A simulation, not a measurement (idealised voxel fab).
process module | voxel gate over fins
cross-section cut | 220 nm wide | cells 5 nm
A cross-section is a grid of square cells, given in bands from the top down. A band is one or more rows of cells.
Each band's line starts with the height of the band's top and of its bottom, in nm. Then come its materials from left to right, each with its width in nm. One material with "throughout" fills the band from edge to edge. "air" is empty space.
Height 0 is the level under which the wafer as received is all one material. The lowest band goes on downwards, as in "0 down".
A width such as "30 to 40" changes by the same amount from each row of cells to the next, from the band's top row to its bottom row.
"no change" after a step means that no cell of the cross-section changed.
closed voids: empty space of 8 cells or more with no open way to the top, each as width x height at its distance from the left edge, in nm
after a step's settings: what the simulator itself notes on the step
overlay nm, on a step with a mask: how far to the right of its planned place the mask lay; to the left if negative
plan
1 op RECEIVE | material Si
2 op CONFORMAL_DEP | material SiN | thk nm 10
3 op MASKED_ETCH | tone cover | mask id FINS | width nm 15 | pitch nm 35 | etch materials SiN | depth nm 10 | overlay nm 0
4 op MASKED_ETCH | tone cover | mask id FINS | width nm 15 | pitch nm 35 | etch materials Si | depth nm 30 | overlay nm -15
5 op OXIDIZE | depth nm 5
6 op FILL_DEP | material SiO2 | thk nm 10
7 op CMP | height nm 10
8 op SELECTIVE_ETCH | etch materials SiO2 | depth nm 25
9 op STRIP | etch materials SiN
10 op CONFORMAL_DEP | material HfO2 | thk nm 5
11 op CONFORMAL_DEP | material TiN | thk nm 5
12 op CONFORMAL_DEP | material TiAl | thk nm 5
13 op CONFORMAL_DEP | material TiN | thk nm 5
14 op FILL_DEP | material W | thk nm 15
15 op CMP | height nm 30
16 op CONFORMAL_DEP | material SiN | thk nm 5
varied across the wafers: overlay nm of step 4. The plan shows the first wafer's value. All wafers start alike
first wafer as received, after step 1
  0 down: Si throughout
  closed voids: none
each wafer at the end: cells of each material gained (+) or lost (-) since it was received, then its closed voids
overlay nm -15 | +56 HfO2 | -258 Si | +44 SiN | +144 SiO2 | +52 TiAl | +104 TiN | +166 W | closed voids: none
overlay nm -10 | +56 HfO2 | -270 Si | +44 SiN | +152 SiO2 | +52 TiAl | +106 TiN | +168 W | closed voids: none
overlay nm -5 | +56 HfO2 | -282 Si | +44 SiN | +160 SiO2 | +54 TiAl | +106 TiN | +170 W | closed voids: none
overlay nm 0 | +56 HfO2 | -294 Si | +44 SiN | +168 SiO2 | +56 TiAl | +106 TiN | +172 W | closed voids: none
overlay nm 5 | +56 HfO2 | -282 Si | +44 SiN | +160 SiO2 | +54 TiAl | +106 TiN | +170 W | closed voids: none
overlay nm 10 | +56 HfO2 | -270 Si | +44 SiN | +152 SiO2 | +52 TiAl | +106 TiN | +168 W | closed voids: none
overlay nm 15 | +56 HfO2 | -258 Si | +44 SiN | +144 SiO2 | +52 TiAl | +104 TiN | +166 W | closed voids: none
